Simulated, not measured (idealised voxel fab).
Name of the process module below: voxel transistor to metal
Xsec cut, 185 nm wide, square cell size 5 nm.
Throughout this document, each cross-section is represented as a grid of square cells and is presented as a sequence of bands enumerated from the top downward, where a band comprises one or more rows of cells.
The entry gives the band's vertical extent as a top height and a bottom height in nm, then its horizontal make-up as materials from left to right, each with a width in nm. "air" stands for empty space; a single material marked "everywhere" fills the band edge to edge.
All heights in this document are referenced to 0, defined as the level beneath which the wafer, as received, consists entirely of one material. The lowest band is not bounded below; it extends indefinitely downward and is written in the form "0 down".
The expression "30 to 40" gives the width at the extremes of the band, the first number at its top row of cells and the second at its bottom row, with the width changing by equal amounts from each row to the next in between.
Key: "nothing was modified" - step with no changed cell in the cross-section.
You'll see "Unvented internal voids" listing empty spaces that have no way open to the top, as long as they're 8 cells or more; the notation is width x height at distance, where the distance is from the left edge, and all of it is in nm.
Post-settings text on a step line: simulator's own remark regarding the step.
overlay nm: mask offset rightward from planned place, masked step; negative means leftward offset.
The remainder of this document consists of a sequence of paired cross-sections. Each pair presents the cross-section prior to one process step together with the cross-section following it, the latter being rendered only as deep as the lowest band that underwent change. The intervening step, together with its settings, is stated beneath each pair. Because the pairs may originate from different runs of this module on the same starting wafer, a given pair is to be read as continuing from the preceding pair only where its entry headed "Before-step section" so indicates.

Before-step section:
- 45 to 30 = 65 of air, 10 of SiN, 5 of SiO2, 25 of SiCN, 5 of SiO2, 10 of SiN, 65 of air
- 30 to 0 = 65 of air, 10 of SiN, 5 of SiO2, 25 of polySi, 5 of SiO2, 10 of SiN, 65 of air
- 0 to -15 = SiO2 everywhere
- -15 to -20 = 35 of SiO2, 115 of Si, 35 of SiO2
- -20 down = Si everywhere
- Unvented internal voids: none

Section, Post-Step:
- 45 to 40 = 65 of air, 10 of SiN, 5 of air, 25 of SiCN, 5 of air, 10 of SiN, 65 of air
- 40 to 30 = 65 of air, 10 of SiN, 5 of SiO2, 25 of SiCN, 5 of SiO2, 10 of SiN, 65 of air
- 30 to 0 = 65 of air, 10 of SiN, 5 of SiO2, 25 of polySi, 5 of SiO2, 10 of SiN, 65 of air
- 0 to -5 = 65 of air, 55 of SiO2, 65 of air
- Everything below -5 is unchanged.
- Unvented internal voids: none
Step, pre vs post cross-sections above: DIRECTIONAL_ETCH with etch materials SiO2, depth nm 5

Before-step section: the pre-step structure is the one depicted after the step in the pair just above.

Section, Post-Step:
- 50 to 45 = SiO2 everywhere
- 45 to 30 = 65 of SiO2, 10 of SiN, 5 of SiO2, 25 of SiCN, 5 of SiO2, 10 of SiN, 65 of SiO2
- 30 to 0 = 65 of SiO2, 10 of SiN, 5 of SiO2, 25 of polySi, 5 of SiO2, 10 of SiN, 65 of SiO2
- 0 to -15 = SiO2 everywhere
- Everything below -15 is unchanged.
- Unvented internal voids: none
Step, pre vs post cross-sections above: FILL_DEP with material SiO2, thk nm 5

Before-step section: the pre-step structure is the one depicted after the step in the pair just above.

Section, Post-Step:
- 30 to 0 = 65 of SiO2, 10 of SiN, 5 of SiO2, 25 of polySi, 5 of SiO2, 10 of SiN, 65 of SiO2
- Everything below 0 is unchanged.
- Unvented internal voids: none
Step, pre vs post cross-sections above: CMP with height nm 30

Before-step section: the pre-step structure is the one depicted after the step in the pair just above.

Section, Post-Step:
- 30 to 0 = 65 of SiO2, 10 of SiN, 5 of SiO2, 25 of air, 5 of SiO2, 10 of SiN, 65 of SiO2
- Everything below 0 is unchanged.
- Unvented internal voids: none
Step, pre vs post cross-sections above: STRIP with etch materials polySi

Before-step section: the pre-step structure is the one depicted after the step in the pair just above.

Section, Post-Step:
- 30 to 25 = 65 of air, 10 of SiN, 35 of air, 10 of SiN, 65 of air
- 25 to 0 = 65 of SiO2, 10 of SiN, 35 of air, 10 of SiN, 65 of SiO2
- 0 to -5 = 75 of SiO2, 35 of air, 75 of SiO2
- Everything below -5 is unchanged.
- Unvented internal voids: none
Step, pre vs post cross-sections above: SELECTIVE_ETCH with etch materials SiO2, depth nm 5

Before-step section: the pre-step structure is the one depicted after the step in the pair just above.

Section, Post-Step:
- 35 to 30 = 60 of air, 20 of HfO2, 25 of air, 20 of HfO2, 60 of air
- 30 to 25 = 65 of HfO2, 10 of SiN, 5 of HfO2, 25 of air, 5 of HfO2, 10 of SiN, 65 of HfO2
- 25 to 0 = 65 of SiO2, 10 of SiN, 5 of HfO2, 25 of air, 5 of HfO2, 10 of SiN, 65 of SiO2
- 0 to -5 = 75 of SiO2, 35 of HfO2, 75 of SiO2
- Everything below -5 is unchanged.
- Unvented internal voids: none
Step, pre vs post cross-sections above: CONFORMAL_DEP with material HfO2, thk nm 5

Before-step section: the pre-step structure is the one depicted after the step in the pair just above.

Section, Post-Step:
- 40 to 35 = 55 of air, 30 of TiN, 15 of air, 30 of TiN, 55 of air
- 35 to 30 = 60 of TiN, 20 of HfO2, 5 of TiN, 15 of air, 5 of TiN, 20 of HfO2, 60 of TiN
- 30 to 25 = 65 of HfO2, 10 of SiN, 5 of HfO2, 5 of TiN, 15 of air, 5 of TiN, 5 of HfO2, 10 of SiN, 65 of HfO2
- 25 to 5 = 65 of SiO2, 10 of SiN, 5 of HfO2, 5 of TiN, 15 of air, 5 of TiN, 5 of HfO2, 10 of SiN, 65 of SiO2
- 5 to 0 = 65 of SiO2, 10 of SiN, 5 of HfO2, 25 of TiN, 5 of HfO2, 10 of SiN, 65 of SiO2
- Everything below 0 is unchanged.
- Unvented internal voids: none
Step, pre vs post cross-sections above: CONFORMAL_DEP with material TiN, thk nm 5

Before-step section: the pre-step structure is the one depicted after the step in the pair just above.

Section, Post-Step:
- 45 to 40 = W everywhere
- 40 to 35 = 55 of W, 30 of TiN, 15 of W, 30 of TiN, 55 of W
- 35 to 30 = 60 of TiN, 20 of HfO2, 5 of TiN, 15 of W, 5 of TiN, 20 of HfO2, 60 of TiN
- 30 to 25 = 65 of HfO2, 10 of SiN, 5 of HfO2, 5 of TiN, 15 of W, 5 of TiN, 5 of HfO2, 10 of SiN, 65 of HfO2
- 25 to 5 = 65 of SiO2, 10 of SiN, 5 of HfO2, 5 of TiN, 15 of W, 5 of TiN, 5 of HfO2, 10 of SiN, 65 of SiO2
- Everything below 5 is unchanged.
- Unvented internal voids: none
Step, pre vs post cross-sections above: FILL_DEP with material W, thk nm 5

Before-step section: the pre-step structure is the one depicted after the step in the pair just above.

Section, Post-Step:
- 25 to 5 = 65 of SiO2, 10 of SiN, 5 of HfO2, 5 of TiN, 15 of W, 5 of TiN, 5 of HfO2, 10 of SiN, 65 of SiO2
- Everything below 5 is unchanged.
- Unvented internal voids: none
Step, pre vs post cross-sections above: CMP with height nm 25

Before-step section: the pre-step structure is the one depicted after the step in the pair just above.

Section, Post-Step:
- 35 to 25 = SiO2 everywhere
- Everything below 25 is unchanged.
- Unvented internal voids: none
Step, pre vs post cross-sections above: DIRECTIONAL_DEP with material SiO2, thk nm 10

Before-step section: the pre-step structure is the one depicted after the step in the pair just above.

Section, Post-Step:
- 35 to 25 = 45 of SiO2, 15 of air, 65 of SiO2, 15 of air, 45 of SiO2
- 25 to 5 = 45 of SiO2, 15 of air, 5 of SiO2, 10 of SiN, 5 of HfO2, 5 of TiN, 15 of W, 5 of TiN, 5 of HfO2, 10 of SiN, 5 of SiO2, 15 of air, 45 of SiO2
- 5 to 0 = 45 of SiO2, 15 of air, 5 of SiO2, 10 of SiN, 5 of HfO2, 25 of TiN, 5 of HfO2, 10 of SiN, 5 of SiO2, 15 of air, 45 of SiO2
- 0 to -5 = 45 of SiO2, 15 of air, 15 of SiO2, 35 of HfO2, 15 of SiO2, 15 of air, 45 of SiO2
- Everything below -5 is unchanged.
- Unvented internal voids: none
Step, pre vs post cross-sections above: MASKED_ETCH with tone open, mask id CONTACT, width nm 15, pitch nm 80, etch materials SiO2, depth nm 40, overlay nm 0

Before-step section: the pre-step structure is the one depicted after the step in the pair just above.

Section, Post-Step:
- 40 to 35 = 50 of TiN, 5 of air, 75 of TiN, 5 of air, 50 of TiN
- 35 to 25 = 45 of SiO2, 5 of TiN, 5 of air, 5 of TiN, 65 of SiO2, 5 of TiN, 5 of air, 5 of TiN, 45 of SiO2
- 25 to 5 = 45 of SiO2, 5 of TiN, 5 of air, 5 of TiN, 5 of SiO2, 10 of SiN, 5 of HfO2, 5 of TiN, 15 of W, 5 of TiN, 5 of HfO2, 10 of SiN, 5 of SiO2, 5 of TiN, 5 of air, 5 of TiN, 45 of SiO2
- 5 to 0 = 45 of SiO2, 5 of TiN, 5 of air, 5 of TiN, 5 of SiO2, 10 of SiN, 5 of HfO2, 25 of TiN, 5 of HfO2, 10 of SiN, 5 of SiO2, 5 of TiN, 5 of air, 5 of TiN, 45 of SiO2
- 0 to -5 = 45 of SiO2, 15 of TiN, 15 of SiO2, 35 of HfO2, 15 of SiO2, 15 of TiN, 45 of SiO2
- Everything below -5 is unchanged.
- Unvented internal voids: none
Step, pre vs post cross-sections above: CONFORMAL_DEP with material TiN, thk nm 5

Before-step section: the pre-step structure is the one depicted after the step in the pair just above.

Section, Post-Step:
- 50 to 40 = Ru everywhere
- 40 to 35 = 50 of TiN, 5 of Ru, 75 of TiN, 5 of Ru, 50 of TiN
- 35 to 25 = 45 of SiO2, 5 of TiN, 5 of Ru, 5 of TiN, 65 of SiO2, 5 of TiN, 5 of Ru, 5 of TiN, 45 of SiO2
- 25 to 5 = 45 of SiO2, 5 of TiN, 5 of Ru, 5 of TiN, 5 of SiO2, 10 of SiN, 5 of HfO2, 5 of TiN, 15 of W, 5 of TiN, 5 of HfO2, 10 of SiN, 5 of SiO2, 5 of TiN, 5 of Ru, 5 of TiN, 45 of SiO2
- 5 to 0 = 45 of SiO2, 5 of TiN, 5 of Ru, 5 of TiN, 5 of SiO2, 10 of SiN, 5 of HfO2, 25 of TiN, 5 of HfO2, 10 of SiN, 5 of SiO2, 5 of TiN, 5 of Ru, 5 of TiN, 45 of SiO2
- Everything below 0 is unchanged.
- Unvented internal voids: none
Step, pre vs post cross-sections above: FILL_DEP with material Ru, thk nm 10

Before-step section: the pre-step structure is the one depicted after the step in the pair just above.

Section, Post-Step:
- 35 to 25 = 45 of SiO2, 5 of TiN, 5 of Ru, 5 of TiN, 65 of SiO2, 5 of TiN, 5 of Ru, 5 of TiN, 45 of SiO2
- Everything below 25 is unchanged.
- Unvented internal voids: none
Step, pre vs post cross-sections above: CMP with height nm 35

Before-step section: the pre-step structure is the one depicted after the step in the pair just above.

Section, Post-Step:
- 40 to 35 = SiCN everywhere
- Everything below 35 is unchanged.
- Unvented internal voids: none
Step, pre vs post cross-sections above: CONFORMAL_DEP with material SiCN, thk nm 5

Before-step section: the pre-step structure is the one depicted after the step in the pair just above.

Section, Post-Step:
- 55 to 40 = SiO2 everywhere
- Everything below 40 is unchanged.
- Unvented internal voids: none
Step, pre vs post cross-sections above: DIRECTIONAL_DEP with material SiO2, thk nm 15

Before-step section: the pre-step structure is the one depicted after the step in the pair just above.

Section, Post-Step:
- 75 to 55 = 45 of resist, 15 of air, 65 of resist, 15 of air, 45 of resist
- Everything below 55 is unchanged.
- Unvented internal voids: none
Step, pre vs post cross-sections above: PATTERN with tone open, mask id METAL_1, material resist, width nm 15, pitch nm 80, thk nm 20, overlay nm 0

Before-step section: the pre-step structure is the one depicted after the step in the pair just above.

Section, Post-Step:
- 75 to 55 = 45 of resist, 15 of air, 65 of resist, 15 of air, 45 of resist
- 55 to 40 = 45 of SiO2, 15 of air, 65 of SiO2, 15 of air, 45 of SiO2
- Everything below 40 is unchanged.
- Unvented internal voids: none
Step, pre vs post cross-sections above: DIRECTIONAL_ETCH with etch materials SiO2, depth nm 15

Before-step section: the pre-step structure is the one depicted after the step in the pair just above.

Section, Post-Step:
- 75 to 55 = 45 of resist, 15 of air, 65 of resist, 15 of air, 45 of resist
- 55 to 40 = 45 of SiO2, 15 of air, 65 of SiO2, 15 of air, 45 of SiO2
- 40 to 35 = 45 of SiCN, 15 of air, 65 of SiCN, 15 of air, 45 of SiCN
- Everything below 35 is unchanged.
- Unvented internal voids: none
Step, pre vs post cross-sections above: DIRECTIONAL_ETCH with etch materials SiCN, depth nm 5

Before-step section: the pre-step structure is the one depicted after the step in the pair just above.

Section, Post-Step:
- 55 to 40 = 45 of SiO2, 15 of air, 65 of SiO2, 15 of air, 45 of SiO2
- Everything below 40 is unchanged.
- Unvented internal voids: none
Step, pre vs post cross-sections above: STRIP with etch materials resist

Before-step section: the pre-step structure is the one depicted after the step in the pair just above.

Section, Post-Step:
- 60 to 55 = 50 of TiN, 5 of air, 75 of TiN, 5 of air, 50 of TiN
- 55 to 40 = 45 of SiO2, 5 of TiN, 5 of air, 5 of TiN, 65 of SiO2, 5 of TiN, 5 of air, 5 of TiN, 45 of SiO2
- 40 to 35 = 45 of SiCN, 15 of TiN, 65 of SiCN, 15 of TiN, 45 of SiCN
- Everything below 35 is unchanged.
- Unvented internal voids: none
Step, pre vs post cross-sections above: CONFORMAL_DEP with material TiN, thk nm 5

Before-step section: the pre-step structure is the one depicted after the step in the pair just above.

Section, Post-Step:
- 65 to 60 = Cu everywhere
- 60 to 55 = 50 of TiN, 5 of Cu, 75 of TiN, 5 of Cu, 50 of TiN
- 55 to 40 = 45 of SiO2, 5 of TiN, 5 of Cu, 5 of TiN, 65 of SiO2, 5 of TiN, 5 of Cu, 5 of TiN, 45 of SiO2
- Everything below 40 is unchanged.
- Unvented internal voids: none
Step, pre vs post cross-sections above: FILL_DEP with material Cu, thk nm 5

Before-step section: the pre-step structure is the one depicted after the step in the pair just above.

Section, Post-Step:
- 55 to 40 = 45 of SiO2, 5 of TiN, 5 of Cu, 5 of TiN, 65 of SiO2, 5 of TiN, 5 of Cu, 5 of TiN, 45 of SiO2
- Everything below 40 is unchanged.
- Unvented internal voids: none
Step, pre vs post cross-sections above: CMP with height nm 55

Before-step section: the pre-step structure is the one depicted after the step in the pair just above.

Section, Post-Step:
- 60 to 55 = SiN everywhere
- Everything below 55 is unchanged.
- Unvented internal voids: none
Step, pre vs post cross-sections above: CONFORMAL_DEP with material SiN, thk nm 5

Before-step section:
- 15 to 5 = SiN everywhere
- 5 to 0 = SiO2 everywhere
- 0 down = Si everywhere
- Unvented internal voids: none

Section, Post-Step:
- 30 to 15 = 35 of air, 120 of resist, 30 of air
- Everything below 15 is unchanged.
- Unvented internal voids: none
Step, pre vs post cross-sections above: PATTERN with tone cover, mask id ACTIVE, material resist, width nm 120, thk nm 15, overlay nm 0

Before-step section: the pre-step structure is the one depicted after the step in the pair just above.

Section, Post-Step:
- 30 to 15 = 35 of air, 120 of resist, 30 of air
- 15 to 5 = 35 of air, 120 of SiN, 30 of air
- Everything below 5 is unchanged.
- Unvented internal voids: none
Step, pre vs post cross-sections above: DIRECTIONAL_ETCH with etch materials SiN, depth nm 10

Before-step section: the pre-step structure is the one depicted after the step in the pair just above.

Section, Post-Step:
- 30 to 15 = 35 of air, 120 of resist, 30 of air
- 15 to 5 = 35 of air, 120 of SiN, 30 of air
- 5 to 0 = 35 of air, 120 of SiO2, 30 of air
- Everything below 0 is unchanged.
- Unvented internal voids: none
Step, pre vs post cross-sections above: DIRECTIONAL_ETCH with etch materials SiO2, depth nm 5

Before-step section: the pre-step structure is the one depicted after the step in the pair just above.

Section, Post-Step:
- 30 to 15 = 35 of air, 120 of resist, 30 of air
- 15 to 5 = 35 of air, 120 of SiN, 30 of air
- 5 to 0 = 35 of air, 120 of SiO2, 30 of air
- 0 to -20 = 35 of air, 120 of Si, 30 of air
- Everything below -20 is unchanged.
- Unvented internal voids: none
Step, pre vs post cross-sections above: DIRECTIONAL_ETCH with etch materials Si, depth nm 20

Before-step section: the pre-step structure is the one depicted after the step in the pair just above.

Section, Post-Step:
- 15 to 5 = 35 of air, 120 of SiN, 30 of air
- Everything below 5 is unchanged.
- Unvented internal voids: none
Step, pre vs post cross-sections above: STRIP with etch materials resist

Before-step section: the pre-step structure is the one depicted after the step in the pair just above.

Section, Post-Step:
- 30 to 15 = SiO2 everywhere
- 15 to 5 = 35 of SiO2, 120 of SiN, 30 of SiO2
- 5 to 0 = SiO2 everywhere
- 0 to -20 = 35 of SiO2, 120 of Si, 30 of SiO2
- Everything below -20 is unchanged.
- Unvented internal voids: none
Step, pre vs post cross-sections above: FILL_DEP with material SiO2, thk nm 15

Before-step section: the pre-step structure is the one depicted after the step in the pair just above.

Section, Post-Step:
- 15 to 5 = 35 of SiO2, 120 of SiN, 30 of SiO2
- Everything below 5 is unchanged.
- Unvented internal voids: none
Step, pre vs post cross-sections above: CMP with height nm 15

Before-step section: the pre-step structure is the one depicted after the step in the pair just above.

Section, Post-Step:
- 15 to 5 = 35 of air, 120 of SiN, 30 of air
- Everything below 5 is unchanged.
- Unvented internal voids: none
Step, pre vs post cross-sections above: SELECTIVE_ETCH with etch materials SiO2, depth nm 10

Before-step section: the pre-step structure is the one depicted after the step in the pair just above.

Section, Post-Step:
- 5 to 0 = SiO2 everywhere
- Everything below 0 is unchanged.
- Unvented internal voids: none
Step, pre vs post cross-sections above: STRIP with etch materials SiN

Before-step section: the pre-step structure is the one depicted after the step in the pair just above.

Section, Post-Step:
- 0 to -20 = 35 of SiO2, 120 of Si, 30 of SiO2
- Everything below -20 is unchanged.
- Unvented internal voids: none
Step, pre vs post cross-sections above: SELECTIVE_ETCH with etch materials SiO2, depth nm 5

Before-step section: the pre-step structure is the one depicted after the step in the pair just above.

Section, Post-Step:
- 0 to -5 = SiO2 everywhere
- Everything below -5 is unchanged.
- Unvented internal voids: none
Step, pre vs post cross-sections above: OXIDIZE with depth nm 5

Before-step section: the pre-step structure is the one depicted after the step in the pair just above.

Section, Post-Step:
- 30 to 0 = polySi everywhere
- Everything below 0 is unchanged.
- Unvented internal voids: none
Step, pre vs post cross-sections above: DIRECTIONAL_DEP with material polySi, thk nm 30

Before-step section: the pre-step structure is the one depicted after the step in the pair just above.

Section, Post-Step:
- 45 to 30 = SiCN everywhere
- Everything below 30 is unchanged.
- Unvented internal voids: none
Step, pre vs post cross-sections above: DIRECTIONAL_DEP with material SiCN, thk nm 15

Before-step section: the pre-step structure is the one depicted after the step in the pair just above.

Section, Post-Step:
- 45 to 30 = 80 of air, 25 of SiCN, 80 of air
- Everything below 30 is unchanged.
- Unvented internal voids: none
Step, pre vs post cross-sections above: MASKED_ETCH with tone cover, mask id GATE, width nm 25, etch materials SiCN, depth nm 25, overlay nm 0

Before-step section: the pre-step structure is the one depicted after the step in the pair just above.

Section, Post-Step:
- 45 to 30 = 80 of air, 25 of SiCN, 80 of air
- 30 to 0 = 80 of air, 25 of polySi, 80 of air
- Everything below 0 is unchanged.
- Unvented internal voids: none
Step, pre vs post cross-sections above: MASKED_ETCH with tone cover, mask id GATE, width nm 25, etch materials polySi, depth nm 40, overlay nm 0

Before-step section: the pre-step structure is the one depicted after the step in the pair just above.

Section, Post-Step:
- 50 to 45 = 75 of air, 35 of SiO2, 75 of air
- 45 to 30 = 75 of air, 5 of SiO2, 25 of SiCN, 5 of SiO2, 75 of air
- 30 to 5 = 75 of air, 5 of SiO2, 25 of polySi, 5 of SiO2, 75 of air
- 5 to 0 = 80 of SiO2, 25 of polySi, 80 of SiO2
- Everything below 0 is unchanged.
- Unvented internal voids: none
Step, pre vs post cross-sections above: CONFORMAL_DEP with material SiO2, thk nm 5

Before-step section: the pre-step structure is the one depicted after the step in the pair just above.

Section, Post-Step:
- 45 to 30 = 75 of air, 5 of SiO2, 25 of SiCN, 5 of SiO2, 75 of air
- 30 to 0 = 75 of air, 5 of SiO2, 25 of polySi, 5 of SiO2, 75 of air
- Everything below 0 is unchanged.
- Unvented internal voids: none
Step, pre vs post cross-sections above: DIRECTIONAL_ETCH with etch materials SiO2, depth nm 5

Before-step section: the pre-step structure is the one depicted after the step in the pair just above.

Section, Post-Step:
- 55 to 45 = 65 of air, 55 of SiN, 65 of air
- 45 to 30 = 65 of air, 10 of SiN, 5 of SiO2, 25 of SiCN, 5 of SiO2, 10 of SiN, 65 of air
- 30 to 10 = 65 of air, 10 of SiN, 5 of SiO2, 25 of polySi, 5 of SiO2, 10 of SiN, 65 of air
- 10 to 0 = 75 of SiN, 5 of SiO2, 25 of polySi, 5 of SiO2, 75 of SiN
- Everything below 0 is unchanged.
- Unvented internal voids: none
Step, pre vs post cross-sections above: CONFORMAL_DEP with material SiN, thk nm 10

Before-step section: the pre-step structure is the one depicted after the step in the pair just above.

Section, Post-Step:
- 45 to 30 = 65 of air, 10 of SiN, 5 of SiO2, 25 of SiCN, 5 of SiO2, 10 of SiN, 65 of air
- 30 to 0 = 65 of air, 10 of SiN, 5 of SiO2, 25 of polySi, 5 of SiO2, 10 of SiN, 65 of air
- Everything below 0 is unchanged.
- Unvented internal voids: none
Step, pre vs post cross-sections above: DIRECTIONAL_ETCH with etch materials SiN, depth nm 10

Before-step section: the pre-step structure is the one depicted after the step in the pair just above.

Section, Post-Step:
- 45 to 40 = 65 of air, 10 of SiN, 5 of air, 25 of SiCN, 5 of air, 10 of SiN, 65 of air
- 40 to 30 = 65 of air, 10 of SiN, 5 of SiO2, 25 of SiCN, 5 of SiO2, 10 of SiN, 65 of air
- 30 to 0 = 65 of air, 10 of SiN, 5 of SiO2, 25 of polySi, 5 of SiO2, 10 of SiN, 65 of air
- 0 to -5 = 65 of air, 55 of SiO2, 65 of air
- Everything below -5 is unchanged.
- Unvented internal voids: none
Step, pre vs post cross-sections above: DIRECTIONAL_ETCH with etch materials SiO2, depth nm 5

Before-step section: the pre-step structure is the one depicted after the step in the pair just above.

Section, Post-Step:
- 45 to 40 = 65 of air, 10 of SiN, 5 of air, 25 of SiCN, 5 of air, 10 of SiN, 65 of air
- 40 to 30 = 65 of air, 10 of SiN, 5 of SiO2, 25 of SiCN, 5 of SiO2, 10 of SiN, 65 of air
- 30 to 0 = 65 of air, 10 of SiN, 5 of SiO2, 25 of polySi, 5 of SiO2, 10 of SiN, 65 of air
- 0 to -5 = 65 of air, 55 of SiO2, 65 of air
- -5 to -20 = 35 of SiO2, 30 of air, 55 of Si, 35 of air, 30 of SiO2
- Everything below -20 is unchanged.
- Unvented internal voids: none
Step, pre vs post cross-sections above: DIRECTIONAL_ETCH with etch materials Si, depth nm 15

Before-step section: the pre-step structure is the one depicted after the step in the pair just above.

Section, Post-Step:
- 45 to 40 = 65 of air, 10 of SiN, 5 of air, 25 of SiCN, 5 of air, 10 of SiN, 65 of air
- 40 to 30 = 65 of air, 10 of SiN, 5 of SiO2, 25 of SiCN, 5 of SiO2, 10 of SiN, 65 of air
- 30 to 10 = 65 of air, 10 of SiN, 5 of SiO2, 25 of polySi, 5 of SiO2, 10 of SiN, 65 of air
- 10 to 0 = 50 of air, 15 of pSi, 10 of SiN, 5 of SiO2, 25 of polySi, 5 of SiO2, 10 of SiN, 15 of pSi, 50 of air
- 0 to -5 = 50 of air, 15 of pSi, 55 of SiO2, 15 of pSi, 50 of air
- -5 to -20 = 35 of SiO2, 30 of pSi, 55 of Si, 35 of pSi, 30 of SiO2
- Everything below -20 is unchanged.
- Unvented internal voids: none
Step, pre vs post cross-sections above: EPI with material pSi, thk nm 15

Before-step section: the pre-step structure is the one depicted after the step in the pair just above.

Section, Post-Step:
- 50 to 45 = SiO2 everywhere
- 45 to 30 = 65 of SiO2, 10 of SiN, 5 of SiO2, 25 of SiCN, 5 of SiO2, 10 of SiN, 65 of SiO2
- 30 to 10 = 65 of SiO2, 10 of SiN, 5 of SiO2, 25 of polySi, 5 of SiO2, 10 of SiN, 65 of SiO2
- 10 to 0 = 50 of SiO2, 15 of pSi, 10 of SiN, 5 of SiO2, 25 of polySi, 5 of SiO2, 10 of SiN, 15 of pSi, 50 of SiO2
- 0 to -5 = 50 of SiO2, 15 of pSi, 55 of SiO2, 15 of pSi, 50 of SiO2
- Everything below -5 is unchanged.
- Unvented internal voids: none
Step, pre vs post cross-sections above: FILL_DEP with material SiO2, thk nm 5

Before-step section: the pre-step structure is the one depicted after the step in the pair just above.

Section, Post-Step:
- 30 to 10 = 65 of SiO2, 10 of SiN, 5 of SiO2, 25 of polySi, 5 of SiO2, 10 of SiN, 65 of SiO2
- Everything below 10 is unchanged.
- Unvented internal voids: none
Step, pre vs post cross-sections above: CMP with height nm 30

Before-step section: the pre-step structure is the one depicted after the step in the pair just above.

Section, Post-Step:
- 30 to 10 = 65 of SiO2, 10 of SiN, 5 of SiO2, 25 of air, 5 of SiO2, 10 of SiN, 65 of SiO2
- 10 to 0 = 50 of SiO2, 15 of pSi, 10 of SiN, 5 of SiO2, 25 of air, 5 of SiO2, 10 of SiN, 15 of pSi, 50 of SiO2
- Everything below 0 is unchanged.
- Unvented internal voids: none
Step, pre vs post cross-sections above: STRIP with etch materials polySi

Before-step section: the pre-step structure is the one depicted after the step in the pair just above.

Section, Post-Step:
- 30 to 25 = 65 of air, 10 of SiN, 35 of air, 10 of SiN, 65 of air
- 25 to 10 = 65 of SiO2, 10 of SiN, 35 of air, 10 of SiN, 65 of SiO2
- 10 to 0 = 50 of SiO2, 15 of pSi, 10 of SiN, 35 of air, 10 of SiN, 15 of pSi, 50 of SiO2
- 0 to -5 = 50 of SiO2, 15 of pSi, 10 of SiO2, 35 of air, 10 of SiO2, 15 of pSi, 50 of SiO2
- Everything below -5 is unchanged.
- Unvented internal voids: none
Step, pre vs post cross-sections above: SELECTIVE_ETCH with etch materials SiO2, depth nm 5

Before-step section: the pre-step structure is the one depicted after the step in the pair just above.

Section, Post-Step:
- 35 to 30 = 60 of air, 20 of HfO2, 25 of air, 20 of HfO2, 60 of air
- 30 to 25 = 65 of HfO2, 10 of SiN, 5 of HfO2, 25 of air, 5 of HfO2, 10 of SiN, 65 of HfO2
- 25 to 10 = 65 of SiO2, 10 of SiN, 5 of HfO2, 25 of air, 5 of HfO2, 10 of SiN, 65 of SiO2
- 10 to 0 = 50 of SiO2, 15 of pSi, 10 of SiN, 5 of HfO2, 25 of air, 5 of HfO2, 10 of SiN, 15 of pSi, 50 of SiO2
- 0 to -5 = 50 of SiO2, 15 of pSi, 10 of SiO2, 35 of HfO2, 10 of SiO2, 15 of pSi, 50 of SiO2
- Everything below -5 is unchanged.
- Unvented internal voids: none
Step, pre vs post cross-sections above: CONFORMAL_DEP with material HfO2, thk nm 5

Before-step section: the pre-step structure is the one depicted after the step in the pair just above.

Section, Post-Step:
- 40 to 35 = 55 of air, 30 of TiN, 15 of air, 30 of TiN, 55 of air
- 35 to 30 = 60 of TiN, 20 of HfO2, 5 of TiN, 15 of air, 5 of TiN, 20 of HfO2, 60 of TiN
- 30 to 25 = 65 of HfO2, 10 of SiN, 5 of HfO2, 5 of TiN, 15 of air, 5 of TiN, 5 of HfO2, 10 of SiN, 65 of HfO2
- 25 to 10 = 65 of SiO2, 10 of SiN, 5 of HfO2, 5 of TiN, 15 of air, 5 of TiN, 5 of HfO2, 10 of SiN, 65 of SiO2
- 10 to 5 = 50 of SiO2, 15 of pSi, 10 of SiN, 5 of HfO2, 5 of TiN, 15 of air, 5 of TiN, 5 of HfO2, 10 of SiN, 15 of pSi, 50 of SiO2
- 5 to 0 = 50 of SiO2, 15 of pSi, 10 of SiN, 5 of HfO2, 25 of TiN, 5 of HfO2, 10 of SiN, 15 of pSi, 50 of SiO2
- Everything below 0 is unchanged.
- Unvented internal voids: none
Step, pre vs post cross-sections above: CONFORMAL_DEP with material TiN, thk nm 5

Before-step section: the pre-step structure is the one depicted after the step in the pair just above.

Section, Post-Step:
- 45 to 40 = W everywhere
- 40 to 35 = 55 of W, 30 of TiN, 15 of W, 30 of TiN, 55 of W
- 35 to 30 = 60 of TiN, 20 of HfO2, 5 of TiN, 15 of W, 5 of TiN, 20 of HfO2, 60 of TiN
- 30 to 25 = 65 of HfO2, 10 of SiN, 5 of HfO2, 5 of TiN, 15 of W, 5 of TiN, 5 of HfO2, 10 of SiN, 65 of HfO2
- 25 to 10 = 65 of SiO2, 10 of SiN, 5 of HfO2, 5 of TiN, 15 of W, 5 of TiN, 5 of HfO2, 10 of SiN, 65 of SiO2
- 10 to 5 = 50 of SiO2, 15 of pSi, 10 of SiN, 5 of HfO2, 5 of TiN, 15 of W, 5 of TiN, 5 of HfO2, 10 of SiN, 15 of pSi, 50 of SiO2
- Everything below 5 is unchanged.
- Unvented internal voids: none
Step, pre vs post cross-sections above: FILL_DEP with material W, thk nm 5

Before-step section: the pre-step structure is the one depicted after the step in the pair just above.

Section, Post-Step:
- 25 to 10 = 65 of SiO2, 10 of SiN, 5 of HfO2, 5 of TiN, 15 of W, 5 of TiN, 5 of HfO2, 10 of SiN, 65 of SiO2
- Everything below 10 is unchanged.
- Unvented internal voids: none
Step, pre vs post cross-sections above: CMP with height nm 25

Before-step section: the pre-step structure is the one depicted after the step in the pair just above.

Section, Post-Step:
- 35 to 25 = SiO2 everywhere
- Everything below 25 is unchanged.
- Unvented internal voids: none
Step, pre vs post cross-sections above: DIRECTIONAL_DEP with material SiO2, thk nm 10

Before-step section: the pre-step structure is the one depicted after the step in the pair just above.

Section, Post-Step:
- 35 to 25 = 45 of SiO2, 15 of air, 65 of SiO2, 15 of air, 45 of SiO2
- 25 to 10 = 45 of SiO2, 15 of air, 5 of SiO2, 10 of SiN, 5 of HfO2, 5 of TiN, 15 of W, 5 of TiN, 5 of HfO2, 10 of SiN, 5 of SiO2, 15 of air, 45 of SiO2
- 10 to 5 = 45 of SiO2, 5 of air, 15 of pSi, 10 of SiN, 5 of HfO2, 5 of TiN, 15 of W, 5 of TiN, 5 of HfO2, 10 of SiN, 15 of pSi, 5 of air, 45 of SiO2
- 5 to 0 = 45 of SiO2, 5 of air, 15 of pSi, 10 of SiN, 5 of HfO2, 25 of TiN, 5 of HfO2, 10 of SiN, 15 of pSi, 5 of air, 45 of SiO2
- 0 to -5 = 45 of SiO2, 5 of air, 15 of pSi, 10 of SiO2, 35 of HfO2, 10 of SiO2, 15 of pSi, 5 of air, 45 of SiO2
- Everything below -5 is unchanged.
- Unvented internal voids: none
Step, pre vs post cross-sections above: MASKED_ETCH with tone open, mask id CONTACT, width nm 15, pitch nm 80, etch materials SiO2, depth nm 40, overlay nm 0
